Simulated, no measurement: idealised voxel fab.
process module | voxel lift off
cross-section cut | 300 nm wide | cells 5 nm
A cross-section is a grid of square cells, given in bands from the top down. A band is one or more rows of cells.
Each band's line starts with the height of the band's top and of its bottom, in nm. Then come its materials from left to right, each with its width in nm. One material with "throughout" fills the band from edge to edge. "air" is empty space.
Height 0 is the level under which the wafer as received is all one material. The lowest band goes on downwards, as in "0 down".
A width such as "30 to 40" changes by the same amount from each row of cells to the next, from the band's top row to its bottom row.
"no change" after a step means that no cell of the cross-section changed.
closed voids: empty space of 8 cells or more with no open way to the top, each as width x height at its distance from the left edge, in nm
after a step's settings: what the simulator itself notes on the step
overlay nm, on a step with a mask: how far to the right of its planned place the mask lay; to the left if negative
plan
1 op RECEIVE | material Si
2 op CONFORMAL_DEP | material SiN | thk nm 15
3 op PATTERN | tone open | mask id LINES | material resist | width nm 15 | pitch nm 30 | thk nm 30 | overlay nm 0
4 op DIRECTIONAL_DEP | material Ru | thk nm 15
5 op STRIP | etch materials resist
6 op CONFORMAL_DEP | material SiCN | thk nm 5
as received, after step 1
  0 down: Si throughout
  closed voids: none
a wafer at the end: this start, this plan, one mistake
  35 to 30: SiCN 130 | air 5 | SiCN 25 | air 5 | SiCN 135
  30 to 20: Ru 125 | SiCN 5 | air 5 | SiCN 5 | Ru 15 | SiCN 5 | air 5 | SiCN 5 | Ru 130
  20 to 15: Ru 125 | SiCN 15 | Ru 15 | SiCN 15 | Ru 130
  15 to 0: SiN throughout
  0 down: Si throughout
  closed voids: none
what went wrong: step 3 ran as: op PATTERN | tone cover | mask id LINES | material resist | width nm 15 | pitch nm 30 | thk nm 30 | overlay nm 0
